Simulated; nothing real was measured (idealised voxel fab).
This section sets out a process module, namely voxel released beams.
Xsec cut, 295 nm wide, square cell size 5 nm.
Reading order for cross-sections: top band down to bottom band. Underlying form: a grid of square cells. Band size: one or more rows of cells. Quick guide to a band line: top height, bottom height (nm) up front; then every material left to right with its width in nm. Only one material and it's marked "all across"? Then it fills the band edge to edge. And "blank" just means empty space. Heights from 0 (as-received wafer is one material below). Bottom band endless downward, as "0 -> down". So if you see something like "30->40" for the width, read it as the top row of the band sitting at the first number and the bottom row at the second, with every row in between moving by the same amount as the last. Step marked "everything unchanged"? Then no cell in the cross-section changed in it. Empty spaces without an open route to the top, at least 8 cells in extent, make up the entry "Closed internal cavities"; each is given as width x height at distance, where the distance is measured from the left edge, and all are in nm. Anything after a step's settings on that line? It's the simulator's own note about the step. overlay nm: where the mask lay relative to plan, measured to the right, on steps with a mask; negatives go left.

The process steps that were planned are listed below
1 RECEIVE (material Si)
2 CONFORMAL_DEP (material SiN; thk nm 5)
3 DIRECTIONAL_DEP (material SiO2; thk nm 15)
4 PATTERN (tone open; mask id ANCHOR; material resist; width nm 35; thk nm 15; overlay nm 0)
5 DIRECTIONAL_ETCH (etch materials SiO2; depth nm 15)
6 STRIP (etch materials resist)
7 CONFORMAL_DEP (material polySi; thk nm 15)
8 DIRECTIONAL_DEP (material aC; thk nm 15)
9 PATTERN (tone cover; mask id BEAM; material resist; width nm 110; thk nm 35; overlay nm 0)
10 DIRECTIONAL_ETCH (etch materials aC; depth nm 15)
11 STRIP (etch materials resist)
12 DIRECTIONAL_ETCH (etch materials polySi; depth nm 15)
13 STRIP (etch materials aC)
14 STRIP (etch materials SiO2)

As-received wafer cross-section (after step 1)
> 0 -> down: Si all across
> Closed internal cavities: none

Result of the module, cross-sectioned: start per above, plan per above, one error in how it was run
> 35 -> 20: SiN 110 | blank 5 | SiN 180
> 20 -> 5: SiO2 95 | SiN 35 | SiO2 165
> 5 -> 0: SiN all across
> 0 -> down: Si all across
> Closed internal cavities: none
Here's what went sideways: step 7: run off-plan, actual operation and settings CONFORMAL_DEP (material SiN; thk nm 15)
